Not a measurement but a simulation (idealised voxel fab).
voxel plated lines: a process module
cross-section cut | 245 nm wide | cells 5 nm
In this document a cross-section is written as a grid of square cells. It is given as a series of bands, listed from the top down, and a band is one or more rows of cells.
In this notation a band is specified by the heights of its top and bottom, in that order and in nm, after which its materials appear from left to right, each paired with its width in nm. The word "everywhere" attached to a single material means that material fills the band from edge to edge; the word "empty" stands for empty space.
Below 0: as-received wafer, all one material; heights counted from there. Lowest band: no bottom, goes on down, written "0 -> down".
It should be noted that a width expressed as "30..40" varies in equal increments from row to row of cells within the band, taking the value of the first number at the top row and that of the second number at the bottom row.
Reading "no change occurred" for a step: not a cell of the cross-section changed in it.
The list in "Enclosed cavity list" covers empty spaces of 8 cells or more that cannot reach the top through any open way, and it gives each as width x height at distance; the distance is from the left edge, and width, height and distance are in nm.
Whatever follows a step's settings on its line is a remark the simulator itself makes about that step.
"overlay nm" answers the question of how far to the right of plan the mask lay on a step that has a mask, and when it is negative the answer is to the left.
Steps in the process plan
- 1: RECEIVE [material Si]
- 2: CONFORMAL_DEP [material SiN] [thk nm 15]
- 3: DIRECTIONAL_DEP [material TiN] [thk nm 5]
- 4: PATTERN [tone open] [mask id LINES] [material resist] [width nm 20] [pitch nm 45] [thk nm 15] [overlay nm 0]
- 5: EPI [material Ru] [thk nm 10]
- 6: STRIP [etch materials resist]
- 7: DIRECTIONAL_ETCH [etch materials TiN] [depth nm 5]
- 8: CONFORMAL_DEP [material SiO2] [thk nm 5]
First wafer of two (run as planned)
As-received wafer cross-section (after step 1)
  0 -> down = Si everywhere
  Enclosed cavity list: none
Cross-section: wafer state after step 2
  15 -> 0 = SiN everywhere
  Everything below 0 is unchanged.
Cross-section: wafer state after step 3
  20 -> 15 = TiN everywhere
  Everything below 15 is unchanged.
Cross-section: wafer state after step 4
  35 -> 20 = resist (45), empty (20), resist (25), empty (20), resist (25), empty (20), resist (25), empty (20), resist (45)
  Everything below 20 is unchanged.
Cross-section: wafer state after step 5
  35 -> 30 = resist (45), empty (20), resist (25), empty (20), resist (25), empty (20), resist (25), empty (20), resist (45)
  30 -> 20 = resist (45), Ru (20), resist (25), Ru (20), resist (25), Ru (20), resist (25), Ru (20), resist (45)
  Everything below 20 is unchanged.
Cross-section: wafer state after step 6
  30 -> 20 = empty (45), Ru (20), empty (25), Ru (20), empty (25), Ru (20), empty (25), Ru (20), empty (45)
  Everything below 20 is unchanged.
Cross-section: wafer state after step 7
  30 -> 20 = empty (45), Ru (20), empty (25), Ru (20), empty (25), Ru (20), empty (25), Ru (20), empty (45)
  20 -> 15 = empty (45), TiN (20), empty (25), TiN (20), empty (25), TiN (20), empty (25), TiN (20), empty (45)
  Everything below 15 is unchanged.
Cross-section: wafer state after step 8
  35 -> 30 = empty (40), SiO2 (30), empty (15), SiO2 (30), empty (15), SiO2 (30), empty (15), SiO2 (30), empty (40)
  30 -> 20 = empty (40), SiO2 (5), Ru (20), SiO2 (5), empty (15), SiO2 (5), Ru (20), SiO2 (5), empty (15), SiO2 (5), Ru (20), SiO2 (5), empty (15), SiO2 (5), Ru (20), SiO2 (5), empty (40)
  20 -> 15 = SiO2 (45), TiN (20), SiO2 (25), TiN (20), SiO2 (25), TiN (20), SiO2 (25), TiN (20), SiO2 (45)
  Everything below 15 is unchanged.
Wafer two of two - same starting point, same process plan, one mistake in execution; matches wafer one up to and including step 3
Cross-sectional representation of the second wafer at the time designated in the plan for the completion of step 4
  35 -> 20 = resist (40), empty (30), resist (15), empty (30), resist (15), empty (30), resist (15), empty (30), resist (40)
  Everything below 20 is unchanged.
Cross-sectional representation of the second wafer at the time designated in the plan for the completion of step 5
  35 -> 30 = resist (40), empty (30), resist (15), empty (30), resist (15), empty (30), resist (15), empty (30), resist (40)
  30 -> 20 = resist (40), Ru (30), resist (15), Ru (30), resist (15), Ru (30), resist (15), Ru (30), resist (40)
  Everything below 20 is unchanged.
Cross-sectional representation of the second wafer at the time designated in the plan for the completion of step 6
  30 -> 20 = empty (40), Ru (30), empty (15), Ru (30), empty (15), Ru (30), empty (15), Ru (30), empty (40)
  Everything below 20 is unchanged.
Cross-sectional representation of the second wafer at the time designated in the plan for the completion of step 7
  30 -> 20 = empty (40), Ru (30), empty (15), Ru (30), empty (15), Ru (30), empty (15), Ru (30), empty (40)
  20 -> 15 = empty (40), TiN (30), empty (15), TiN (30), empty (15), TiN (30), empty (15), TiN (30), empty (40)
  Everything below 15 is unchanged.
Cross-sectional representation of the second wafer at the time designated in the plan for the completion of step 8
  35 -> 30 = empty (35), SiO2 (40), empty (5), SiO2 (40), empty (5), SiO2 (40), empty (5), SiO2 (40), empty (35)
  30 -> 20 = empty (35), SiO2 (5), Ru (30), SiO2 (5), empty (5), SiO2 (5), Ru (30), SiO2 (5), empty (5), SiO2 (5), Ru (30), SiO2 (5), empty (5), SiO2 (5), Ru (30), SiO2 (5), empty (35)
  20 -> 15 = SiO2 (40), TiN (30), SiO2 (15), TiN (30), SiO2 (15), TiN (30), SiO2 (15), TiN (30), SiO2 (40)
  Everything below 15 is unchanged.
In executing the process, a mistake was made relative to the plan: planned and actual differ for step 4; actual: PATTERN [tone open] [mask id LINES] [material resist] [width nm 30] [pitch nm 45] [thk nm 15] [overlay nm 0]
The closing comparison, in cells, has the second wafer with more or fewer of some materials than the first: Ru: 16 more; TiN: 8 more
